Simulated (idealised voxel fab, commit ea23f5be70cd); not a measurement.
process module | voxel self aligned contacts
cross-section cut | 225 nm wide | cells 5 nm
A cross-section is a grid of square cells, given in bands from the top down. A band is one or more rows of cells.
Each band's line starts with the height of the band's top and of its bottom, in nm. Then come its materials from left to right, each with its width in nm. One material with "throughout" fills the band from edge to edge. "air" is empty space.
Height 0 is the level under which the wafer as received is all one material. The lowest band goes on downwards, as in "0 down".
A width such as "30 to 40" changes by the same amount from each row of cells to the next, from the band's top row to its bottom row.
"no change" after a step means that no cell of the cross-section changed.
closed voids: empty space of 8 cells or more with no open way to the top, each as width x height at its distance from the left edge, in nm
after a step's settings: what the simulator itself notes on the step
overlay nm, on a step with a mask: how far to the right of its planned place the mask lay; to the left if negative
plan
1 op RECEIVE | material Si
2 op OXIDIZE | depth nm 5
3 op DIRECTIONAL_DEP | material polySi | thk nm 20
4 op DIRECTIONAL_DEP | material SiN | thk nm 15
5 op MASKED_ETCH | tone cover | mask id GATE | width nm 30 | pitch nm 55 | etch materials SiN | depth nm 15 | overlay nm 0
6 op MASKED_ETCH | tone cover | mask id GATE | width nm 30 | pitch nm 55 | etch materials polySi | depth nm 30 | overlay nm 0
7 op CONFORMAL_DEP | material SiN | thk nm 5
8 op DIRECTIONAL_ETCH | etch materials SiN | depth nm 5
9 op FILL_DEP | material SiO2 | thk nm 20
10 op CMP | height nm 55
11 op MASKED_ETCH | tone open | mask id CONTACT | width nm 35 | pitch nm 55 | etch materials SiO2 | depth nm 60 | overlay nm 0
12 op CONFORMAL_DEP | material TiN | thk nm 5
13 op FILL_DEP | material W | thk nm 10
14 op CMP | height nm 55
15 op CONFORMAL_DEP | material SiN | thk nm 5
varied across the wafers: thk nm of step 3. The plan shows the first wafer's value. All wafers start alike
first wafer as received, after step 1
  0 down: Si throughout
  closed voids: none
first wafer at the end, after step 15
  60 to 55: SiN throughout
  55 to 40: SiO2 65 | TiN 5 | W 25 | TiN 5 | SiO2 20 | TiN 5 | W 25 | TiN 5 | SiO2 70
  40 to 35: SiO2 65 | TiN 15 | W 5 | TiN 15 | SiO2 20 | TiN 15 | W 5 | TiN 15 | SiO2 70
  35 to 20: SiO2 35 | SiN 40 | TiN 5 | W 5 | TiN 5 | SiN 40 | TiN 5 | W 5 | TiN 5 | SiN 40 | SiO2 40
  20 to 0: SiO2 35 | SiN 5 | polySi 30 | SiN 5 | TiN 5 | W 5 | TiN 5 | SiN 5 | polySi 30 | SiN 5 | TiN 5 | W 5 | TiN 5 | SiN 5 | polySi 30 | SiN 5 | SiO2 40
  0 to -5: SiO2 75 | TiN 15 | SiO2 40 | TiN 15 | SiO2 80
  -5 down: Si throughout
  closed voids: none
last wafer at the end
  60 to 55: SiN throughout
  55 to 45: SiO2 35 | SiN 40 | TiN 5 | W 5 | TiN 5 | SiN 40 | TiN 5 | W 5 | TiN 5 | SiN 40 | SiO2 40
  45 to 20: SiO2 35 | SiN 5 | polySi 30 | SiN 5 | TiN 5 | W 5 | TiN 5 | SiN 5 | polySi 30 | SiN 5 | TiN 5 | W 5 | TiN 5 | SiN 5 | polySi 30 | SiN 5 | SiO2 40
  20 to 15: SiO2 35 | SiN 5 | polySi 30 | SiN 5 | TiN 15 | SiN 5 | polySi 30 | SiN 5 | TiN 15 | SiN 5 | polySi 30 | SiN 5 | SiO2 40
  15 to 0: polySi throughout
  0 to -5: SiO2 throughout
  -5 down: Si throughout
  closed voids: none
each wafer at the end: cells of each material gained (+) or lost (-) since it was received, then its closed voids
thk nm 20 | -45 Si | +141 SiN | +268 SiO2 | +58 TiN | +46 W | +72 polySi | closed voids: none
thk nm 25 | -45 Si | +147 SiN | +252 SiO2 | +58 TiN | +38 W | +90 polySi | closed voids: none
thk nm 30 | -45 Si | +153 SiN | +236 SiO2 | +58 TiN | +30 W | +108 polySi | closed voids: none
thk nm 35 | -45 Si | +153 SiN | +211 SiO2 | +50 TiN | +18 W | +153 polySi | closed voids: none
thk nm 40 | -45 Si | +153 SiN | +180 SiO2 | +38 TiN | +16 W | +198 polySi | closed voids: none
thk nm 45 | -45 Si | +129 SiN | +165 SiO2 | +34 TiN | +14 W | +243 polySi | closed voids: none
